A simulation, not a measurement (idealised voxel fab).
Presented below is a process module, voxel transistor to metal.
The cross-section on display is named cut; it measures 295 nm wide, and its cells are 5 nm squares.
Cross-sections here: square-cell grids, written as top-down lists of bands, a band being one or more rows of cells. Band entry format. Leading values: height of top, height of bottom, nm. Remainder: materials in left-to-right order, each with its width in nm. Special words: "full width" on a single material, which then fills the band edge to edge; "blank", empty space. Heights are measured from 0, the level below which the as-received wafer is all one material; the lowest band has no bottom and continues downward, written as in "0..down". When a width is written as two numbers, as in "30..40", the first number is the width in the top row of cells of the band and the second is the width in its bottom row, and the width changes by the same amount from each row to the next. Step note "same as before" = no cross-section cell changed. You'll see "Non-vented voids" listing empty spaces that have no way open to the top, as long as they're 8 cells or more; the notation is width x height at distance, where the distance is from the left edge, and all of it is in nm. Whatever follows a step's settings on its line is a remark the simulator itself makes about that step. Steps that use a mask can have "overlay nm" on their line. It says how far the mask sat to the right of where it was meant to be. Negative means to the left.
Process steps - plan:
1. RECEIVE (material Si)
2. OXIDIZE (depth nm 5)
3. CONFORMAL_DEP (material SiN; thk nm 15)
4. DIRECTIONAL_DEP (material aC; thk nm 10)
5. PATTERN (tone cover; mask id ACTIVE; material resist; width nm 95; pitch nm 125; thk nm 30; overlay nm 0)
6. DIRECTIONAL_ETCH (etch materials aC; depth nm 10)
7. STRIP (etch materials resist)
8. DIRECTIONAL_ETCH (etch materials SiN; depth nm 15)
9. DIRECTIONAL_ETCH (etch materials SiO2; depth nm 5)
10. DIRECTIONAL_ETCH (etch materials Si; depth nm 30)
11. STRIP (etch materials aC)
12. OXIDIZE (depth nm 5)
13. FILL_DEP (material SiO2; thk nm 10)
14. CMP (height nm 15)
15. SELECTIVE_ETCH (etch materials SiO2; depth nm 10)
16. STRIP (etch materials SiN)
17. SELECTIVE_ETCH (etch materials SiO2; depth nm 5)
18. OXIDIZE (depth nm 5)
19. DIRECTIONAL_DEP (material polySi; thk nm 20)
20. DIRECTIONAL_DEP (material SiCN; thk nm 10)
21. PATTERN (tone cover; mask id GATE; material resist; width nm 15; pitch nm 125; thk nm 15; overlay nm 0)
22. DIRECTIONAL_ETCH (etch materials SiCN; depth nm 20)
23. DIRECTIONAL_ETCH (etch materials polySi; depth nm 30)
24. STRIP (etch materials resist)
25. CONFORMAL_DEP (material SiN; thk nm 5)
26. DIRECTIONAL_ETCH (etch materials SiN; depth nm 5)
27. DIRECTIONAL_ETCH (etch materials SiO2; depth nm 5)
28. DIRECTIONAL_ETCH (etch materials Si; depth nm 10)
29. EPI (material SiGe; thk nm 15)
30. FILL_DEP (material SiO2; thk nm 5)
31. CMP (height nm 25)
32. DIRECTIONAL_DEP (material SiO2; thk nm 15)
33. MASKED_ETCH (tone open; mask id CONTACT; width nm 25; etch materials SiO2; depth nm 45; overlay nm 0)
34. CONFORMAL_DEP (material TiN; thk nm 5)
35. FILL_DEP (material Ru; thk nm 5)
36. CMP (height nm 40)
37. DIRECTIONAL_DEP (material TiN; thk nm 5)
38. DIRECTIONAL_DEP (material Ru; thk nm 15)
39. MASKED_ETCH (tone cover; mask id METAL_1; width nm 15; etch materials Ru; depth nm 15; overlay nm 0)
40. MASKED_ETCH (tone cover; mask id METAL_1; width nm 15; etch materials TiN; depth nm 5; overlay nm 0)
41. CONFORMAL_DEP (material SiCN; thk nm 5)
42. FILL_DEP (material lowk; thk nm 10)
43. CMP (height nm 60)
44. CONFORMAL_DEP (material SiN; thk nm 5)
Shown in cross-section is the wafer as received, that is, as it stands after step 1:
  0..down | Si full width
  Non-vented voids: none
Starting structure and process plan are as shown above, but one mistake was made in running the module; the wafer cross-section at the end of the module follows:
  65..60 | SiN full width
  60..45 | lowk 40 nm  SiCN 5 nm  Ru 15 nm  SiCN 5 nm  lowk 35 nm  SiCN 5 nm  Ru 15 nm  SiCN 5 nm  lowk 40 nm  SiCN 5 nm  Ru 15 nm  SiCN 5 nm  lowk 35 nm  SiCN 5 nm  Ru 15 nm  SiCN 5 nm  lowk 45 nm
  45..40 | SiCN 45 nm  TiN 15 nm  SiCN 45 nm  TiN 15 nm  SiCN 50 nm  TiN 15 nm  SiCN 45 nm  TiN 15 nm  SiCN 50 nm
  40..25 | SiO2 45 nm  TiN 5 nm  Ru 15 nm  TiN 5 nm  SiO2 25 nm  TiN 5 nm  Ru 15 nm  TiN 5 nm  SiO2 50 nm  TiN 5 nm  Ru 15 nm  TiN 5 nm  SiO2 25 nm  TiN 5 nm  Ru 15 nm  TiN 5 nm  SiO2 50 nm
  25..15 | SiO2 45 nm  TiN 5 nm  Ru 15 nm  TiN 5 nm  SiN 5 nm  SiCN 15 nm  SiN 5 nm  TiN 5 nm  Ru 15 nm  TiN 5 nm  SiO2 50 nm  TiN 5 nm  Ru 15 nm  TiN 5 nm  SiN 5 nm  SiCN 15 nm  SiN 5 nm  TiN 5 nm  Ru 15 nm  TiN 5 nm  SiO2 50 nm
  15..10 | SiO2 45 nm  TiN 5 nm  Ru 15 nm  TiN 5 nm  SiN 5 nm  polySi 15 nm  SiN 5 nm  TiN 5 nm  Ru 15 nm  TiN 5 nm  SiO2 50 nm  TiN 5 nm  Ru 15 nm  TiN 5 nm  SiN 5 nm  polySi 15 nm  SiN 5 nm  TiN 5 nm  Ru 15 nm  TiN 5 nm  SiO2 50 nm
  10..5 | SiO2 45 nm  TiN 25 nm  SiN 5 nm  polySi 15 nm  SiN 5 nm  TiN 25 nm  SiO2 50 nm  TiN 25 nm  SiN 5 nm  polySi 15 nm  SiN 5 nm  TiN 25 nm  SiO2 50 nm
  5..0 | SiO2 45 nm  TiN 10 nm  SiGe 15 nm  SiN 5 nm  polySi 15 nm  SiN 5 nm  SiGe 15 nm  TiN 10 nm  SiO2 50 nm  TiN 10 nm  SiGe 15 nm  SiN 5 nm  polySi 15 nm  SiN 5 nm  SiGe 15 nm  TiN 10 nm  SiO2 50 nm
  0..-5 | SiO2 35 nm  SiN 5 nm  SiO2 5 nm  TiN 10 nm  SiGe 15 nm  SiN 5 nm  polySi 15 nm  SiN 5 nm  SiGe 15 nm  TiN 10 nm  SiO2 5 nm  SiN 5 nm  SiO2 30 nm  SiN 5 nm  SiO2 5 nm  TiN 10 nm  SiGe 15 nm  SiN 5 nm  polySi 15 nm  SiN 5 nm  SiGe 15 nm  TiN 10 nm  SiO2 5 nm  SiN 5 nm  SiO2 40 nm
  -5..-10 | SiO2 40 nm  SiGe 30 nm  SiO2 25 nm  SiGe 30 nm  SiO2 40 nm  SiGe 30 nm  SiO2 25 nm  SiGe 30 nm  SiO2 45 nm
  -10..-20 | SiO2 45 nm  SiGe 25 nm  Si 25 nm  SiGe 25 nm  SiO2 50 nm  SiGe 25 nm  Si 25 nm  SiGe 25 nm  SiO2 50 nm
  -20..-40 | SiO2 45 nm  Si 75 nm  SiO2 50 nm  Si 75 nm  SiO2 50 nm
  -40..down | Si full width
  Non-vented voids: none
Deviation from plan: step 5 changed vs plan, executed as PATTERN (tone cover; mask id ACTIVE; material resist; width nm 85; pitch nm 125; thk nm 30; overlay nm 0)
